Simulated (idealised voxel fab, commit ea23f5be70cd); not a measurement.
Process module heading - voxel wiring stack
The width of the displayed cross-section, cut, is 215 nm; its cells are square, with a size of 5 nm.
Cross-sections here: square-cell grids, written as top-down lists of bands, a band being one or more rows of cells. It is stipulated that each band's entry specify, in nanometres, the height of the top of the band and then that of its bottom, followed by the materials of the band in left-to-right sequence, each together with its width in nanometres. A single material marked by the word "everywhere" is understood to fill the band from edge to edge; the word "air" is understood to denote empty space. All heights in this document are referenced to 0, defined as the level beneath which the wafer, as received, consists entirely of one material. The lowest band is not bounded below; it extends indefinitely downward and is written in the form "0 nm and below". Top row gets the first number, bottom row gets the second, and each row in between changes by the same step: that is how a band width like "30 to 40" works. Basically "nothing was modified" means that step didn't change any cell in the cross-section. "Sealed-off cavities" contains a list of empty spaces, each no smaller than 8 cells and without an open way to the top, written in the form width x height at distance with the distance from the left edge and all three in nm. Read whatever lies past the settings on a step's line as the simulator's own remark about the step. Steps that use a mask can have "overlay nm" on their line. It says how far the mask sat to the right of where it was meant to be. Negative means to the left.

This section lists the process steps that were planned
1 RECEIVE,material Si
2 CONFORMAL_DEP,material SiO2,thk nm 10
3 DIRECTIONAL_DEP,material TiN,thk nm 5
4 DIRECTIONAL_DEP,material Ru,thk nm 15
5 MASKED_ETCH,tone cover,mask id METAL_1,width nm 25,pitch nm 50,etch materials Ru,depth nm 15,overlay nm 0
6 MASKED_ETCH,tone cover,mask id METAL_1,width nm 25,pitch nm 50,etch materials TiN,depth nm 5,overlay nm 0
7 FILL_DEP,material lowk,thk nm 5
8 CMP,height nm 30
9 CONFORMAL_DEP,material SiCN,thk nm 5
10 DIRECTIONAL_DEP,material SiO2,thk nm 15
11 PATTERN,tone open,mask id PLUG_1,material resist,width nm 15,thk nm 15,overlay nm 0
12 DIRECTIONAL_ETCH,etch materials SiO2,depth nm 15
13 DIRECTIONAL_ETCH,etch materials SiCN,depth nm 5
14 STRIP,etch materials resist
15 EPI,material Ru,thk nm 10
16 EPI,material Ru,thk nm 10
17 DIRECTIONAL_DEP,material TiN,thk nm 5
18 DIRECTIONAL_DEP,material Ru,thk nm 20
19 DIRECTIONAL_DEP,material aC,thk nm 15
20 PATTERN,tone cover,mask id METAL_2,material resist,width nm 25,pitch nm 50,thk nm 35,overlay nm 0
21 DIRECTIONAL_ETCH,etch materials aC,depth nm 15
22 STRIP,etch materials resist
23 DIRECTIONAL_ETCH,etch materials Ru,depth nm 20
24 DIRECTIONAL_ETCH,etch materials TiN,depth nm 5
25 STRIP,etch materials aC
26 CONFORMAL_DEP,material SiN,thk nm 5
27 FILL_DEP,material SiO2,thk nm 5
28 CMP,height nm 75
29 CONFORMAL_DEP,material SiCN,thk nm 5
30 DIRECTIONAL_DEP,material lowk,thk nm 10
31 MASKED_ETCH,tone open,mask id PLUG_2,width nm 15,pitch nm 50,etch materials lowk,depth nm 10,overlay nm 0
32 MASKED_ETCH,tone open,mask id PLUG_2,width nm 15,pitch nm 50,etch materials SiCN,depth nm 5,overlay nm 0
33 CONFORMAL_DEP,material TiN,thk nm 5
34 FILL_DEP,material Ru,thk nm 10
35 CMP,height nm 90
36 CONFORMAL_DEP,material SiCN,thk nm 5
37 DIRECTIONAL_DEP,material SiO2,thk nm 20
38 PATTERN,tone open,mask id METAL_3,material resist,width nm 25,pitch nm 50,thk nm 15,overlay nm 0
39 DIRECTIONAL_ETCH,etch materials SiO2,depth nm 20
40 DIRECTIONAL_ETCH,etch materials SiCN,depth nm 5
41 STRIP,etch materials resist
42 CONFORMAL_DEP,material TiN,thk nm 5
43 FILL_DEP,material W,thk nm 10
44 CMP,height nm 115
45 EPI,material Ru,thk nm 5
46 FILL_DEP,material SiCN,thk nm 5
47 DIRECTIONAL_DEP,material lowk,thk nm 30
48 DIRECTIONAL_DEP,material aC,thk nm 10
49 PATTERN,tone open,mask id METAL_4_HOLES,material resist,width nm 15,thk nm 30,overlay nm 0
50 DIRECTIONAL_ETCH,etch materials aC,depth nm 10
51 STRIP,etch materials resist
52 DIRECTIONAL_ETCH,etch materials lowk,depth nm 30
53 STRIP,etch materials aC
54 DIRECTIONAL_DEP,material aC,thk nm 10
55 PATTERN,tone open,mask id METAL_4,material resist,width nm 25,pitch nm 50,thk nm 25,overlay nm 0
56 DIRECTIONAL_ETCH,etch materials aC,depth nm 10
57 STRIP,etch materials resist
58 DIRECTIONAL_ETCH,etch materials lowk,depth nm 15
59 DIRECTIONAL_ETCH,etch materials SiCN,depth nm 5
60 STRIP,etch materials aC
61 CONFORMAL_DEP,material TiN,thk nm 5
62 FILL_DEP,material Cu,thk nm 5
63 CMP,height nm 155
64 CONFORMAL_DEP,material SiN,thk nm 5

As received, after step 1
* 0 nm and below | Si everywhere
* Sealed-off cavities: none

Cross-sectional result after module completion. Note: starting condition and plan are unchanged from above; one processing mistake was made
* 160 nm to 155 nm | SiN everywhere
* 155 nm to 145 nm | lowk 70; TiN 5; Cu 15; TiN 5; lowk 25; TiN 5; Cu 15; TiN 5; lowk 70
* 145 nm to 140 nm | lowk 70; TiN 5; Cu 5; TiN 15; lowk 25; TiN 25; lowk 70
* 140 nm to 125 nm | lowk 70; TiN 5; Cu 5; TiN 5; lowk 130
* 125 nm to 120 nm | SiCN 70; TiN 15; SiCN 130
* 120 nm to 115 nm | SiCN 65; Ru 35; SiCN 15; Ru 35; SiCN 65
* 115 nm to 95 nm | SiO2 70; TiN 5; W 15; TiN 5; SiO2 25; TiN 5; W 15; TiN 5; SiO2 70
* 95 nm to 90 nm | SiCN 70; TiN 25; SiCN 25; TiN 25; SiCN 70
* 90 nm to 80 nm | lowk 70; TiN 5; Ru 5; TiN 5; lowk 35; TiN 5; Ru 5; TiN 5; lowk 80
* 80 nm to 75 nm | SiCN 70; TiN 15; SiCN 35; TiN 15; SiCN 80
* 75 nm to 55 nm | SiO2 65; SiN 5; Ru 25; SiN 5; SiO2 15; SiN 5; Ru 25; SiN 5; SiO2 65
* 55 nm to 50 nm | SiN 70; TiN 25; SiN 25; TiN 25; SiN 70
* 50 nm to 35 nm | SiO2 70; Ru 15; SiO2 130
* 35 nm to 30 nm | SiCN 70; Ru 15; SiCN 130
* 30 nm to 15 nm | lowk 65; Ru 35; lowk 15; Ru 35; lowk 65
* 15 nm to 10 nm | lowk 65; TiN 35; lowk 15; TiN 35; lowk 65
* 10 nm to 0 nm | SiO2 everywhere
* 0 nm and below | Si everywhere
* Sealed-off cavities: none
The mistake made against the process plan was this: it should be noted that step 5 was executed with settings other than those planned, the operation and settings actually applied being MASKED_ETCH,tone cover,mask id METAL_1,width nm 35,pitch nm 50,etch materials Ru,depth nm 15,overlay nm 0
